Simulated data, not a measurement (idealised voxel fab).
process module | voxel air gaps
cross-section cut | 250 nm wide | cells 5 nm
A cross-section is a grid of square cells, given in bands from the top down. A band is one or more rows of cells.
Each band's line starts with the height of the band's top and of its bottom, in nm. Then come its materials from left to right, each with its width in nm. One material with "throughout" fills the band from edge to edge. "air" is empty space.
Height 0 is the level under which the wafer as received is all one material. The lowest band goes on downwards, as in "0 down".
A width such as "30 to 40" changes by the same amount from each row of cells to the next, from the band's top row to its bottom row.
"no change" after a step means that no cell of the cross-section changed.
closed voids: empty space of 8 cells or more with no open way to the top, each as width x height at its distance from the left edge, in nm
after a step's settings: what the simulator itself notes on the step
overlay nm, on a step with a mask: how far to the right of its planned place the mask lay; to the left if negative
plan
1 op RECEIVE | material Si
2 op CONFORMAL_DEP | material SiO2 | thk nm 10
3 op CONFORMAL_DEP | material SiN | thk nm 5
4 op DIRECTIONAL_DEP | material SiO2 | thk nm 30
5 op PATTERN | tone open | mask id LINES | material resist | width nm 15 | pitch nm 55 | thk nm 20 | overlay nm 0
6 op DIRECTIONAL_ETCH | etch materials SiO2 | depth nm 30
7 op STRIP | etch materials resist
8 op CONFORMAL_DEP | material TiN | thk nm 5
9 op FILL_DEP | material W | thk nm 5
10 op CMP | height nm 45
11 op EPI | material Ru | thk nm 10
12 op SELECTIVE_ETCH | etch materials SiO2 | depth nm 40
13 op CONFORMAL_DEP | material SiCN | thk nm 5
varied across the wafers: width nm of step 5. The plan shows the first wafer's value. All wafers start alike
first wafer as received, after step 1
  0 down: Si throughout
  closed voids: none
first wafer at the end, after step 13
  60 to 55: air 20 | SiCN 45 | air 10 | SiCN 45 | air 10 | SiCN 45 | air 10 | SiCN 45 | air 20
  55 to 45: air 20 | SiCN 5 | Ru 35 | SiCN 5 | air 10 | SiCN 5 | Ru 35 | SiCN 5 | air 10 | SiCN 5 | Ru 35 | SiCN 5 | air 10 | SiCN 5 | Ru 35 | SiCN 5 | air 20
  45 to 40: air 20 | SiCN 15 | TiN 5 | W 5 | TiN 5 | SiCN 15 | air 10 | SiCN 15 | TiN 5 | W 5 | TiN 5 | SiCN 15 | air 10 | SiCN 15 | TiN 5 | W 5 | TiN 5 | SiCN 15 | air 10 | SiCN 15 | TiN 5 | W 5 | TiN 5 | SiCN 15 | air 20
  40 to 20: air 30 | SiCN 5 | TiN 5 | W 5 | TiN 5 | SiCN 5 | air 30 | SiCN 5 | TiN 5 | W 5 | TiN 5 | SiCN 5 | air 30 | SiCN 5 | TiN 5 | W 5 | TiN 5 | SiCN 5 | air 30 | SiCN 5 | TiN 5 | W 5 | TiN 5 | SiCN 5 | air 30
  20 to 15: SiCN 35 | TiN 15 | SiCN 40 | TiN 15 | SiCN 40 | TiN 15 | SiCN 40 | TiN 15 | SiCN 35
  15 to 10: SiN throughout
  10 to 0: SiO2 throughout
  0 down: Si throughout
  closed voids: none
last wafer at the end
  60 to 55: air 10 | SiCN 235 | air 5
  55 to 45: air 10 | SiCN 5 | Ru 225 | SiCN 5 | air 5
  45 to 40: air 10 | SiCN 15 | TiN 5 | W 30 | TiN 5 | SiO2 15 | TiN 5 | W 30 | TiN 5 | SiO2 15 | TiN 5 | W 30 | TiN 5 | SiO2 15 | TiN 5 | W 30 | TiN 5 | SiCN 15 | air 5
  40 to 20: air 20 | SiCN 5 | TiN 5 | W 30 | TiN 5 | SiO2 15 | TiN 5 | W 30 | TiN 5 | SiO2 15 | TiN 5 | W 30 | TiN 5 | SiO2 15 | TiN 5 | W 30 | TiN 5 | SiCN 5 | air 15
  20 to 15: SiCN 25 | TiN 40 | SiO2 15 | TiN 40 | SiO2 15 | TiN 40 | SiO2 15 | TiN 40 | SiCN 20
  15 to 10: SiN throughout
  10 to 0: SiO2 throughout
  0 down: Si throughout
  closed voids: none
each wafer at the end: cells of each material gained (+) or lost (-) since it was received, then its closed voids
width nm 15 | +56 Ru | +146 SiCN | +50 SiN | +100 SiO2 | +52 TiN | +20 W | closed voids: none
width nm 20 | +64 Ru | +146 SiCN | +50 SiN | +100 SiO2 | +56 TiN | +40 W | closed voids: none
width nm 25 | +72 Ru | +146 SiCN | +50 SiN | +100 SiO2 | +60 TiN | +60 W | closed voids: 20 x 20 at 60; 20 x 20 at 115; 20 x 20 at 170
width nm 30 | +80 Ru | +134 SiCN | +50 SiN | +100 SiO2 | +64 TiN | +80 W | closed voids: 15 x 20 at 65; 15 x 20 at 120; 15 x 20 at 175
width nm 35 | +88 Ru | +74 SiCN | +50 SiN | +172 SiO2 | +68 TiN | +100 W | closed voids: none
width nm 40 | +90 Ru | +74 SiCN | +50 SiN | +154 SiO2 | +72 TiN | +120 W | closed voids: none
